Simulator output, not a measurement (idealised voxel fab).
Process module in this document: voxel ribs on slabs
cross-section cut | 150 nm wide | cells 5 nm
Just so we're on the same page, the cross-sections are grids of square cells, and they're listed out in bands top to bottom, each band one or more rows deep. Look at the band entry: it leads with the top's height and the bottom's height in nm. Then it lists the materials left to right, with a width in nm for each. The word "throughout" on a single material says that material fills the band edge to edge. The word "air" is empty space. Height is counted from the level 0, under which the received wafer is composed throughout of one material. The lowest of the bands is not closed at the bottom but continues downward, in the notation "0..down". When a width is written as two numbers, as in "30..40", the first number is the width in the top row of cells of the band and the second is the width in its bottom row, and the width changes by the same amount from each row to the next. Basically "changes: none" means that step didn't change any cell in the cross-section. "Closed void inventory": empty spaces of 8 cells or more with no open way to the top, each given as width x height at distance, distance from the left edge, all in nm. Read whatever lies past the settings on a step's line as the simulator's own remark about the step. overlay nm: right-of-plan distance of the mask on a masked step; negative values mean left-of-plan.
## So here's the lineup of process steps we planned
1: RECEIVE | material Si
2: DIRECTIONAL_DEP | material SiO2 | thk nm 20
3: DIRECTIONAL_DEP | material polySi | thk nm 10
4: MASKED_ETCH | tone cover | mask id RIB | width nm 15 | etch materials polySi | depth nm 5 | overlay nm 0
5: DIRECTIONAL_DEP | material aC | thk nm 15
6: PATTERN | tone cover | mask id SLAB | material resist | width nm 45 | thk nm 30 | overlay nm 0
7: DIRECTIONAL_ETCH | etch materials aC | depth nm 15
8: STRIP | etch materials resist
9: DIRECTIONAL_ETCH | etch materials polySi | depth nm 15
10: STRIP | etch materials aC
11: FILL_DEP | material SiO2 | thk nm 20
12: CMP | height nm 50
13: DIRECTIONAL_DEP | material TiN | thk nm 10
14: PATTERN | tone cover | mask id HEATER | material resist | width nm 25 | thk nm 15 | overlay nm 0
15: DIRECTIONAL_ETCH | etch materials TiN | depth nm 10
16: STRIP | etch materials resist
17: CONFORMAL_DEP | material SiN | thk nm 10
Split variable: thk nm, step 3. Plan value = first wafer. Wafers start alike.
## First of several wafers, received after step 1, in cross-section
  0..down = Si throughout
  Closed void inventory: none
## First of several wafers in cross-section at module end, following the final step, step 17
  70..60 = 50 of air / 45 of SiN / 55 of air
  60..50 = 60 of SiN / 25 of TiN / 65 of SiN
  50..30 = SiO2 throughout
  30..20 = 65..50 of SiO2 / 15..45 of polySi / 70..55 of SiO2
  20..0 = SiO2 throughout
  0..down = Si throughout
  Closed void inventory: none
## The module's end: a cross-section of the last wafer
  70..60 = 50 of air / 45 of SiN / 55 of air
  60..50 = 60 of SiN / 25 of TiN / 65 of SiN
  50..35 = 50 of SiO2 / 45 of polySi / 55 of SiO2
  35..20 = polySi throughout
  20..0 = SiO2 throughout
  0..down = Si throughout
  Closed void inventory: none
## Wafer rows, end of module: cells per material gained (+) or lost (-) since receipt; closed voids last
thk nm 10, +68 SiN, +288 SiO2, +10 TiN, +12 polySi, Closed void inventory: none
thk nm 15, +68 SiN, +279 SiO2, +10 TiN, +21 polySi, Closed void inventory: none
thk nm 20, +68 SiN, +270 SiO2, +10 TiN, +30 polySi, Closed void inventory: none
thk nm 25, +68 SiN, +240 SiO2, +10 TiN, +60 polySi, Closed void inventory: none
thk nm 30, +68 SiN, +210 SiO2, +10 TiN, +90 polySi, Closed void inventory: none
thk nm 35, +68 SiN, +183 SiO2, +10 TiN, +117 polySi, Closed void inventory: none
